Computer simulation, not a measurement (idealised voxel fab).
process module | voxel tone inversion
cross-section cut | 225 nm wide | cells 5 nm
A cross-section is a grid of square cells, given in bands from the top down. A band is one or more rows of cells.
Each band's line starts with the height of the band's top and of its bottom, in nm. Then come its materials from left to right, each with its width in nm. One material with "throughout" fills the band from edge to edge. "air" is empty space.
Height 0 is the level under which the wafer as received is all one material. The lowest band goes on downwards, as in "0 down".
A width such as "30 to 40" changes by the same amount from each row of cells to the next, from the band's top row to its bottom row.
"no change" after a step means that no cell of the cross-section changed.
closed voids: empty space of 8 cells or more with no open way to the top, each as width x height at its distance from the left edge, in nm
after a step's settings: what the simulator itself notes on the step
overlay nm, on a step with a mask: how far to the right of its planned place the mask lay; to the left if negative
plan
1 op RECEIVE | material Si
2 op CONFORMAL_DEP | material SiCN | thk nm 10
3 op DIRECTIONAL_DEP | material aC | thk nm 15
4 op PATTERN | tone cover | mask id POSTS | material resist | width nm 20 | pitch nm 40 | thk nm 20 | overlay nm 0
5 op DIRECTIONAL_ETCH | etch materials aC | depth nm 15
6 op STRIP | etch materials resist
7 op FILL_DEP | material SiO2 | thk nm 10
8 op CMP | height nm 25
9 op STRIP | etch materials aC
10 op CONFORMAL_DEP | material TiN | thk nm 5
11 op FILL_DEP | material W | thk nm 10
12 op CMP | height nm 25
13 op CONFORMAL_DEP | material SiN | thk nm 5
first wafer, as planned
as received, after step 1
  0 down: Si throughout
  closed voids: none
after step 2
  10 to 0: SiCN throughout
  below 0: unchanged
after step 3
  25 to 10: aC throughout
  below 10: unchanged
after step 4
  45 to 25: air 40 | resist 20 | air 20 | resist 20 | air 20 | resist 20 | air 20 | resist 20 | air 45
  below 25: unchanged
after step 5
  30 to 25: air 40 | resist 20 | air 20 | resist 20 | air 20 | resist 20 | air 20 | resist 20 | air 45
  25 to 10: air 40 | aC 20 | air 20 | aC 20 | air 20 | aC 20 | air 20 | aC 20 | air 45
  below 10: unchanged
after step 6
  25 to 10: air 40 | aC 20 | air 20 | aC 20 | air 20 | aC 20 | air 20 | aC 20 | air 45
  below 10: unchanged
after step 7
  35 to 25: SiO2 throughout
  25 to 10: SiO2 40 | aC 20 | SiO2 20 | aC 20 | SiO2 20 | aC 20 | SiO2 20 | aC 20 | SiO2 45
  below 10: unchanged
after step 8
  25 to 10: SiO2 40 | aC 20 | SiO2 20 | aC 20 | SiO2 20 | aC 20 | SiO2 20 | aC 20 | SiO2 45
  below 10: unchanged
after step 9
  25 to 10: SiO2 40 | air 20 | SiO2 20 | air 20 | SiO2 20 | air 20 | SiO2 20 | air 20 | SiO2 45
  below 10: unchanged
after step 10
  30 to 25: TiN 45 | air 10 | TiN 30 | air 10 | TiN 30 | air 10 | TiN 30 | air 10 | TiN 50
  25 to 15: SiO2 40 | TiN 5 | air 10 | TiN 5 | SiO2 20 | TiN 5 | air 10 | TiN 5 | SiO2 20 | TiN 5 | air 10 | TiN 5 | SiO2 20 | TiN 5 | air 10 | TiN 5 | SiO2 45
  15 to 10: SiO2 40 | TiN 20 | SiO2 20 | TiN 20 | SiO2 20 | TiN 20 | SiO2 20 | TiN 20 | SiO2 45
  below 10: unchanged
after step 11
  40 to 30: W throughout
  30 to 25: TiN 45 | W 10 | TiN 30 | W 10 | TiN 30 | W 10 | TiN 30 | W 10 | TiN 50
  25 to 15: SiO2 40 | TiN 5 | W 10 | TiN 5 | SiO2 20 | TiN 5 | W 10 | TiN 5 | SiO2 20 | TiN 5 | W 10 | TiN 5 | SiO2 20 | TiN 5 | W 10 | TiN 5 | SiO2 45
  below 15: unchanged
after step 12
  25 to 15: SiO2 40 | TiN 5 | W 10 | TiN 5 | SiO2 20 | TiN 5 | W 10 | TiN 5 | SiO2 20 | TiN 5 | W 10 | TiN 5 | SiO2 20 | TiN 5 | W 10 | TiN 5 | SiO2 45
  below 15: unchanged
after step 13
  30 to 25: SiN throughout
  below 25: unchanged
second wafer: like start, like plan, one mistake. Through step 7 it matches the first wafer
when step 8 should have ended
  25 to 10: SiO2 40 | aC 20 | SiO2 20 | aC 20 | SiO2 20 | aC 20 | SiO2 20 | aC 20 | SiO2 45
  below 10: unchanged
when step 9 should have ended
  25 to 10: SiO2 40 | air 20 | SiO2 20 | air 20 | SiO2 20 | air 20 | SiO2 20 | air 20 | SiO2 45
  below 10: unchanged
when step 10 should have ended
  30 to 25: TiN 45 | air 10 | TiN 30 | air 10 | TiN 30 | air 10 | TiN 30 | air 10 | TiN 50
  25 to 15: SiO2 40 | TiN 5 | air 10 | TiN 5 | SiO2 20 | TiN 5 | air 10 | TiN 5 | SiO2 20 | TiN 5 | air 10 | TiN 5 | SiO2 20 | TiN 5 | air 10 | TiN 5 | SiO2 45
  15 to 10: SiO2 40 | TiN 20 | SiO2 20 | TiN 20 | SiO2 20 | TiN 20 | SiO2 20 | TiN 20 | SiO2 45
  below 10: unchanged
when step 11 should have ended
  40 to 30: W throughout
  30 to 25: TiN 45 | W 10 | TiN 30 | W 10 | TiN 30 | W 10 | TiN 30 | W 10 | TiN 50
  25 to 15: SiO2 40 | TiN 5 | W 10 | TiN 5 | SiO2 20 | TiN 5 | W 10 | TiN 5 | SiO2 20 | TiN 5 | W 10 | TiN 5 | SiO2 20 | TiN 5 | W 10 | TiN 5 | SiO2 45
  below 15: unchanged
when step 12 should have ended
  25 to 15: SiO2 40 | TiN 5 | W 10 | TiN 5 | SiO2 20 | TiN 5 | W 10 | TiN 5 | SiO2 20 | TiN 5 | W 10 | TiN 5 | SiO2 20 | TiN 5 | W 10 | TiN 5 | SiO2 45
  below 15: unchanged
when step 13 should have ended
  30 to 25: SiN throughout
  below 25: unchanged
what went wrong: step 8 was run twice
at the end the two cross-sections are the same: no effect in what this model computes
